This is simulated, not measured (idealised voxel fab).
Process module heading - voxel capacitor over wiring
cross-section cut | 165 nm wide | cells 5 nm
For the purposes of this document, a cross-section shall be understood as a grid of square cells, specified as bands listed in top-to-bottom order, each band consisting of one or more rows of cells. Band: top height; bottom height; in nm. Then, left to right: material with width in nm, for each material. "throughout": a single material spanning edge to edge. "empty": empty space. Heights are reckoned from 0. Under this level, the received wafer is all of one material. The bottommost band is open-ended downward, for example "0 and below". You'd read "30 to 40" like this: the band's top row of cells is as wide as the first number, its bottom row is as wide as the second, and going down, every row changes width by the same amount as the row before did. "changes: none" for a step: no cell of the cross-section changed in that step. Closed-off voids of 8+ cells (no open route to the top) go in "Sealed void list", written width x height at distance from the left edge, in nm. The remark found on a step's line after its settings is issued by the simulator itself and pertains to that step. What "overlay nm" on a step's line means: if the step has a mask, that mask lay this far to the right of its planned place, or, when the value is negative, to the left.

Intended process steps:
1: RECEIVE [material Si]
2: CONFORMAL_DEP [material SiO2] [thk nm 10]
3: CONFORMAL_DEP [material SiN] [thk nm 5]
4: DIRECTIONAL_DEP [material lowk] [thk nm 20]
5: DIRECTIONAL_DEP [material aC] [thk nm 15]
6: PATTERN [tone open] [mask id METAL_1] [material resist] [width nm 20] [pitch nm 90] [thk nm 35] [overlay nm 0]
7: DIRECTIONAL_ETCH [etch materials aC] [depth nm 15]
8: STRIP [etch materials resist]
9: DIRECTIONAL_ETCH [etch materials lowk] [depth nm 20]
10: DIRECTIONAL_ETCH [etch materials SiN] [depth nm 5]
11: STRIP [etch materials aC]
12: CONFORMAL_DEP [material TiN] [thk nm 5]
13: FILL_DEP [material Cu] [thk nm 5]
14: CMP [height nm 35]
15: CONFORMAL_DEP [material SiCN] [thk nm 5]
16: DIRECTIONAL_DEP [material lowk] [thk nm 20]
17: PATTERN [tone open] [mask id PLUG_1] [material resist] [width nm 15] [thk nm 15] [overlay nm 0]
18: DIRECTIONAL_ETCH [etch materials lowk] [depth nm 20]
19: DIRECTIONAL_ETCH [etch materials SiCN] [depth nm 5]
20: STRIP [etch materials resist]
21: EPI [material Ru] [thk nm 10]
22: EPI [material Ru] [thk nm 10]
23: EPI [material Ru] [thk nm 5]
24: DIRECTIONAL_DEP [material TiN] [thk nm 5]
25: DIRECTIONAL_DEP [material HfO2] [thk nm 5]
26: DIRECTIONAL_DEP [material TiN] [thk nm 5]
27: MASKED_ETCH [tone cover] [mask id UPPER_PLATE] [width nm 75] [etch materials TiN] [depth nm 5] [overlay nm 0]
28: MASKED_ETCH [tone cover] [mask id UPPER_PLATE] [width nm 75] [etch materials HfO2] [depth nm 5] [overlay nm 0]
29: PATTERN [tone cover] [mask id LOWER_PLATE] [material resist] [width nm 85] [thk nm 20] [overlay nm 0]
30: DIRECTIONAL_ETCH [etch materials TiN] [depth nm 5]
31: STRIP [etch materials resist]
32: FILL_DEP [material SiO2] [thk nm 15]
33: CMP [height nm 85]
34: DIRECTIONAL_DEP [material aC] [thk nm 10]
35: PATTERN [tone open] [mask id PLUG_2] [material resist] [width nm 15] [thk nm 30] [overlay nm 0]
36: DIRECTIONAL_ETCH [etch materials aC] [depth nm 10]
37: STRIP [etch materials resist]
38: DIRECTIONAL_ETCH [etch materials SiO2] [depth nm 10]
39: STRIP [etch materials aC]
40: CONFORMAL_DEP [material TiN] [thk nm 5]
41: FILL_DEP [material Cu] [thk nm 10]
42: CMP [height nm 85]
43: CONFORMAL_DEP [material SiCN] [thk nm 5]

Wafer as received: cross-section following step 1:
- 0 and below = Si throughout
- Sealed void list: none

Cross-section taken at module completion on the first of two wafers; processed per the plan:
- 90 down to 85 = SiCN throughout
- 85 down to 80 = 40 SiO2 | 5 TiN | 5 Cu | 5 TiN | 110 SiO2
- 80 down to 70 = 40 to 30 SiO2 | 15 to 75 TiN | 110 to 60 SiO2
- 70 down to 65 = 30 SiO2 | 75 HfO2 | 60 SiO2
- 65 down to 60 = 25 SiO2 | 85 TiN | 55 SiO2
- 60 down to 40 = 30 lowk | 15 Ru | 120 lowk
- 40 down to 35 = 30 SiCN | 15 Ru | 120 SiCN
- 35 down to 15 = 25 lowk | 5 TiN | 10 Cu | 5 TiN | 70 lowk | 5 TiN | 10 Cu | 5 TiN | 30 lowk
- 15 down to 10 = 25 SiN | 20 TiN | 70 SiN | 20 TiN | 30 SiN
- 10 down to 0 = SiO2 throughout
- 0 and below = Si throughout
- Sealed void list: none

Wafer two (of two), end-of-module cross-section: start = wafer one, plan = wafer one, one run mistake:
- 90 down to 85 = SiCN throughout
- 85 down to 80 = 40 SiO2 | 5 TiN | 5 Cu | 5 TiN | 110 SiO2
- 80 down to 70 = 40 to 30 SiO2 | 15 to 75 TiN | 110 to 60 SiO2
- 70 down to 65 = 30 SiO2 | 75 HfO2 | 60 SiO2
- 65 down to 60 = 25 SiO2 | 85 TiN | 55 SiO2
- 60 down to 40 = 30 lowk | 15 Ru | 120 lowk
- 40 down to 35 = 30 SiCN | 15 Ru | 120 SiCN
- 35 down to 15 = Cu throughout
- 15 down to 10 = SiN throughout
- 10 down to 0 = SiO2 throughout
- 0 and below = Si throughout
- Sealed void list: none
Here's what went sideways: in deviation from the planned setting, step 4 was conducted as DIRECTIONAL_DEP [material Cu] [thk nm 20]
The second wafer ends with more or fewer cells of some materials than the first, per final count: 116 more of Cu | 8 more of SiN | 24 fewer of TiN | 100 fewer of lowk
